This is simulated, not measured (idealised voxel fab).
This is a process module. Its name is voxel ribs on slabs.
Each square cell in cross-section cut measures 5 nm, and the section as a whole is 240 nm wide.
Throughout this document, each cross-section is represented as a grid of square cells and is presented as a sequence of bands enumerated from the top downward, where a band comprises one or more rows of cells.
First you get the band's top height and its bottom height, in nm, and then the materials it's made of, left to right, with each width in nm. If you see a single material with "full width", that one covers the band edge to edge. "blank" is empty space.
Counting heights begins at 0, where everything beneath is, in the wafer as received, one material. The lowest band has no bottom; it goes on downwards, as "0 down" shows.
Think of "30 to 40" as a width that walks from the first number to the second as you go down the band, top row to bottom row, taking equal-sized steps from row to row.
Where a step carries "no change occurred", the cross-section came out of it unchanged, cell for cell.
"Fully sealed voids" lists enclosed empty spaces (at least 8 cells, no open path upward to the top), each as width x height at distance from the left edge, in nm.
Read whatever lies past the settings on a step's line as the simulator's own remark about the step.
When a step includes a mask, the "overlay nm" setting on its line states how far to the right of its planned place that mask lay, and negative values state how far to the left.
-- Planned process steps
1 RECEIVE with material Si
2 DIRECTIONAL_DEP with material SiO2, thk nm 30
3 DIRECTIONAL_DEP with material SiN, thk nm 20
4 MASKED_ETCH with tone cover, mask id RIB, width nm 30, etch materials SiN, depth nm 10, overlay nm 0
5 PATTERN with tone cover, mask id SLAB, material resist, width nm 70, thk nm 15, overlay nm 0
6 DIRECTIONAL_ETCH with etch materials SiN, depth nm 10
7 STRIP with etch materials resist
8 FILL_DEP with material SiO2, thk nm 25
9 CMP with height nm 65
10 DIRECTIONAL_DEP with material TiN, thk nm 5
11 MASKED_ETCH with tone cover, mask id HEATER, width nm 40, etch materials TiN, depth nm 5, overlay nm 0
12 CONFORMAL_DEP with material SiN, thk nm 10
-- Cross-section of the incoming wafer, state after step 1
	0 down = Si full width
	Fully sealed voids: none
-- Cross-section: first of two wafers, module finished, run according to plan
	80 to 75 = blank 90 nm, then SiN 60 nm, then blank 90 nm
	75 to 70 = SiN full width
	70 to 65 = SiN 100 nm, then TiN 40 nm, then SiN 100 nm
	65 to 50 = SiO2 full width
	50 to 40 = SiO2 105 nm, then SiN 30 nm, then SiO2 105 nm
	40 to 30 = SiO2 85 nm, then SiN 70 nm, then SiO2 85 nm
	30 to 0 = SiO2 full width
	0 down = Si full width
	Fully sealed voids: none
-- Cross-section, wafer two of two, end of module: same start and plan as wafer one, one error in execution
	85 to 80 = blank 85 nm, then SiN 70 nm, then blank 85 nm
	80 to 70 = SiN full width
	70 to 65 = SiN 100 nm, then TiN 40 nm, then SiN 100 nm
	65 to 50 = SiO2 full width
	50 to 40 = SiO2 105 nm, then SiN 30 nm, then SiO2 105 nm
	40 to 30 = SiO2 85 nm, then SiN 70 nm, then SiO2 85 nm
	30 to 0 = SiO2 full width
	0 down = Si full width
	Fully sealed voids: none
Which mistake was made when the wafer was run? step 12 changed vs plan, executed as CONFORMAL_DEP with material SiN, thk nm 15
Cell-count delta at end, second wafer over first, by material: +50 SiN
